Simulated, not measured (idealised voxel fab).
process module | voxel transistor to metal
cross-section cut | 290 nm wide | cells 5 nm
A cross-section is a grid of square cells, given in bands from the top down. A band is one or more rows of cells.
Each band's line starts with the height of the band's top and of its bottom, in nm. Then come its materials from left to right, each with its width in nm. One material with "throughout" fills the band from edge to edge. "air" is empty space.
Height 0 is the level under which the wafer as received is all one material. The lowest band goes on downwards, as in "0 down".
A width such as "30 to 40" changes by the same amount from each row of cells to the next, from the band's top row to its bottom row.
"no change" after a step means that no cell of the cross-section changed.
closed voids: empty space of 8 cells or more with no open way to the top, each as width x height at its distance from the left edge, in nm
after a step's settings: what the simulator itself notes on the step
overlay nm, on a step with a mask: how far to the right of its planned place the mask lay; to the left if negative
plan
1 op RECEIVE | material Si
2 op OXIDIZE | depth nm 5
3 op CONFORMAL_DEP | material SiN | thk nm 10
4 op PATTERN | tone cover | mask id ACTIVE | material resist | width nm 95 | pitch nm 115 | thk nm 20 | overlay nm 0
5 op DIRECTIONAL_ETCH | etch materials SiN | depth nm 10
6 op DIRECTIONAL_ETCH | etch materials SiO2 | depth nm 5
7 op DIRECTIONAL_ETCH | etch materials Si | depth nm 35
8 op STRIP | etch materials resist
9 op FILL_DEP | material SiO2 | thk nm 10
10 op CMP | height nm 10
11 op SELECTIVE_ETCH | etch materials SiO2 | depth nm 10
12 op STRIP | etch materials SiN
13 op SELECTIVE_ETCH | etch materials SiO2 | depth nm 5
14 op OXIDIZE | depth nm 5
15 op DIRECTIONAL_DEP | material polySi | thk nm 30
16 op DIRECTIONAL_DEP | material SiCN | thk nm 10
17 op DIRECTIONAL_DEP | material aC | thk nm 15
18 op PATTERN | tone cover | mask id GATE | material resist | width nm 25 | pitch nm 115 | thk nm 35 | overlay nm 0
19 op DIRECTIONAL_ETCH | etch materials aC | depth nm 15
20 op STRIP | etch materials resist
21 op DIRECTIONAL_ETCH | etch materials SiCN | depth nm 20
22 op DIRECTIONAL_ETCH | etch materials polySi | depth nm 40
23 op STRIP | etch materials aC
24 op CONFORMAL_DEP | material SiO2 | thk nm 5
25 op DIRECTIONAL_ETCH | etch materials SiO2 | depth nm 5
26 op CONFORMAL_DEP | material SiN | thk nm 10
27 op DIRECTIONAL_ETCH | etch materials SiN | depth nm 10
28 op DIRECTIONAL_ETCH | etch materials SiO2 | depth nm 5
29 op DIRECTIONAL_ETCH | etch materials Si | depth nm 15
30 op EPI | material nSi | thk nm 20
31 op FILL_DEP | material SiO2 | thk nm 10
32 op CMP | height nm 25
33 op STRIP | etch materials polySi
34 op SELECTIVE_ETCH | etch materials SiO2 | depth nm 5
35 op CONFORMAL_DEP | material HfO2 | thk nm 5
36 op CONFORMAL_DEP | material TiN | thk nm 5
37 op FILL_DEP | material W | thk nm 5
38 op CMP | height nm 20
39 op DIRECTIONAL_DEP | material SiO2 | thk nm 10
40 op PATTERN | tone open | mask id CONTACT | material resist | width nm 15 | thk nm 15 | overlay nm 0
41 op DIRECTIONAL_ETCH | etch materials SiO2 | depth nm 20
42 op STRIP | etch materials resist
43 op CONFORMAL_DEP | material TiN | thk nm 5
44 op FILL_DEP | material W | thk nm 5
45 op CMP | height nm 30
46 op CONFORMAL_DEP | material SiN | thk nm 5
47 op DIRECTIONAL_DEP | material lowk | thk nm 20
48 op MASKED_ETCH | tone open | mask id METAL_1 | width nm 15 | etch materials lowk | depth nm 20 | overlay nm 0
49 op MASKED_ETCH | tone open | mask id METAL_1 | width nm 15 | etch materials SiN | depth nm 5 | overlay nm 0
50 op CONFORMAL_DEP | material TiN | thk nm 5
51 op FILL_DEP | material Ru | thk nm 10
52 op CMP | height nm 55
53 op CONFORMAL_DEP | material SiCN | thk nm 5
54 op DIRECTIONAL_DEP | material lowk | thk nm 25
55 op PATTERN | tone open | mask id METAL_2 | material resist | width nm 15 | pitch nm 115 | thk nm 15 | overlay nm 0
56 op DIRECTIONAL_ETCH | etch materials lowk | depth nm 15
57 op STRIP | etch materials resist
58 op DIRECTIONAL_DEP | material aC | thk nm 15
59 op PATTERN | tone open | mask id METAL_2_HOLES | material resist | width nm 15 | pitch nm 115 | thk nm 30 | overlay nm 0
60 op DIRECTIONAL_ETCH | etch materials aC | depth nm 15
61 op STRIP | etch materials resist
62 op DIRECTIONAL_ETCH | etch materials lowk | depth nm 10
63 op DIRECTIONAL_ETCH | etch materials SiCN | depth nm 5
64 op STRIP | etch materials aC
65 op CONFORMAL_DEP | material TiN | thk nm 5
66 op FILL_DEP | material Ru | thk nm 5
67 op CMP | height nm 85
68 op CONFORMAL_DEP | material SiCN | thk nm 5
as received, after step 1
  0 down: Si throughout
  closed voids: none
first wafer at the end, as planned
  90 to 85: SiCN throughout
  85 to 60: lowk 45 | TiN 5 | Ru 5 | TiN 5 | lowk 100 | TiN 5 | Ru 5 | TiN 5 | lowk 115
  60 to 55: SiCN 45 | TiN 15 | SiCN 100 | TiN 15 | SiCN 115
  55 to 35: lowk 45 | TiN 5 | Ru 5 | TiN 5 | lowk 55 | TiN 5 | Ru 5 | TiN 5 | lowk 30 | TiN 5 | Ru 5 | TiN 5 | lowk 55 | TiN 5 | Ru 5 | TiN 5 | lowk 45
  35 to 30: SiN 45 | TiN 15 | SiN 55 | TiN 15 | SiN 30 | TiN 15 | SiN 55 | TiN 15 | SiN 45
  30 to 20: SiO2 45 | TiN 5 | W 5 | TiN 5 | SiO2 55 | TiN 5 | W 5 | TiN 5 | SiO2 30 | TiN 5 | W 5 | TiN 5 | SiO2 55 | TiN 5 | W 5 | TiN 5 | SiO2 45
  20 to 15: SiO2 45 | TiN 5 | W 5 | TiN 5 | SiN 10 | HfO2 5 | TiN 5 | W 15 | TiN 5 | HfO2 5 | SiN 10 | TiN 5 | W 5 | TiN 5 | SiO2 30 | TiN 5 | W 5 | TiN 5 | SiN 10 | HfO2 5 | TiN 5 | W 15 | TiN 5 | HfO2 5 | SiN 10 | TiN 5 | W 5 | TiN 5 | SiO2 45
  15 to 10: SiO2 45 | TiN 15 | SiN 10 | HfO2 5 | TiN 5 | W 15 | TiN 5 | HfO2 5 | SiN 10 | TiN 15 | SiO2 30 | TiN 15 | SiN 10 | HfO2 5 | TiN 5 | W 15 | TiN 5 | HfO2 5 | SiN 10 | TiN 15 | SiO2 45
  10 to 0: SiO2 40 | nSi 20 | SiN 10 | HfO2 5 | TiN 5 | W 15 | TiN 5 | HfO2 5 | SiN 10 | nSi 20 | SiO2 20 | nSi 20 | SiN 10 | HfO2 5 | TiN 5 | W 15 | TiN 5 | HfO2 5 | SiN 10 | nSi 20 | SiO2 40
  0 to -5: SiO2 40 | nSi 20 | SiN 10 | HfO2 5 | TiN 25 | HfO2 5 | SiN 10 | nSi 20 | SiO2 20 | nSi 20 | SiN 10 | HfO2 5 | TiN 25 | HfO2 5 | SiN 10 | nSi 20 | SiO2 40
  -5 to -10: SiO2 35 | nSi 25 | SiO2 10 | HfO2 35 | SiO2 10 | nSi 25 | SiO2 10 | nSi 25 | SiO2 10 | HfO2 35 | SiO2 10 | nSi 25 | SiO2 35
  -10 to -25: SiO2 40 | nSi 20 | Si 55 | nSi 20 | SiO2 20 | nSi 20 | Si 55 | nSi 20 | SiO2 40
  -25 to -40: SiO2 40 | Si 95 | SiO2 20 | Si 95 | SiO2 40
  -40 down: Si throughout
  closed voids: none
second wafer at the end: like start, like plan, one mistake
  90 to 85: SiCN throughout
  85 to 60: lowk 45 | TiN 5 | Ru 5 | TiN 5 | lowk 100 | TiN 5 | Ru 5 | TiN 5 | lowk 115
  60 to 55: SiCN 45 | TiN 15 | SiCN 100 | TiN 15 | SiCN 115
  55 to 35: lowk 45 | TiN 5 | Ru 5 | TiN 5 | lowk 55 | TiN 5 | Ru 5 | TiN 5 | lowk 30 | TiN 5 | Ru 5 | TiN 5 | lowk 55 | TiN 5 | Ru 5 | TiN 5 | lowk 45
  35 to 30: SiN 45 | TiN 15 | SiN 55 | TiN 15 | SiN 30 | TiN 15 | SiN 55 | TiN 15 | SiN 45
  30 to 20: SiO2 45 | TiN 5 | W 5 | TiN 5 | SiO2 55 | TiN 5 | W 5 | TiN 5 | SiO2 30 | TiN 5 | W 5 | TiN 5 | SiO2 55 | TiN 5 | W 5 | TiN 5 | SiO2 45
  20 to 15: SiO2 45 | TiN 5 | W 5 | TiN 5 | SiN 10 | TiN 5 | HfO2 5 | W 15 | HfO2 5 | TiN 5 | SiN 10 | TiN 5 | W 5 | TiN 5 | SiO2 30 | TiN 5 | W 5 | TiN 5 | SiN 10 | TiN 5 | HfO2 5 | W 15 | HfO2 5 | TiN 5 | SiN 10 | TiN 5 | W 5 | TiN 5 | SiO2 45
  15 to 10: SiO2 45 | TiN 15 | SiN 10 | TiN 5 | HfO2 5 | W 15 | HfO2 5 | TiN 5 | SiN 10 | TiN 15 | SiO2 30 | TiN 15 | SiN 10 | TiN 5 | HfO2 5 | W 15 | HfO2 5 | TiN 5 | SiN 10 | TiN 15 | SiO2 45
  10 to 0: SiO2 40 | nSi 20 | SiN 10 | TiN 5 | HfO2 5 | W 15 | HfO2 5 | TiN 5 | SiN 10 | nSi 20 | SiO2 20 | nSi 20 | SiN 10 | TiN 5 | HfO2 5 | W 15 | HfO2 5 | TiN 5 | SiN 10 | nSi 20 | SiO2 40
  0 to -5: SiO2 40 | nSi 20 | SiN 10 | TiN 5 | HfO2 25 | TiN 5 | SiN 10 | nSi 20 | SiO2 20 | nSi 20 | SiN 10 | TiN 5 | HfO2 25 | TiN 5 | SiN 10 | nSi 20 | SiO2 40
  -5 to -10: SiO2 35 | nSi 25 | SiO2 10 | TiN 35 | SiO2 10 | nSi 25 | SiO2 10 | nSi 25 | SiO2 10 | TiN 35 | SiO2 10 | nSi 25 | SiO2 35
  -10 to -25: SiO2 40 | nSi 20 | Si 55 | nSi 20 | SiO2 20 | nSi 20 | Si 55 | nSi 20 | SiO2 40
  -25 to -40: SiO2 40 | Si 95 | SiO2 20 | Si 95 | SiO2 40
  -40 down: Si throughout
  closed voids: none
what went wrong: steps 35 and 36 were swapped
at the end the second wafer has, in cells: 8 fewer of HfO2 | 8 more of TiN
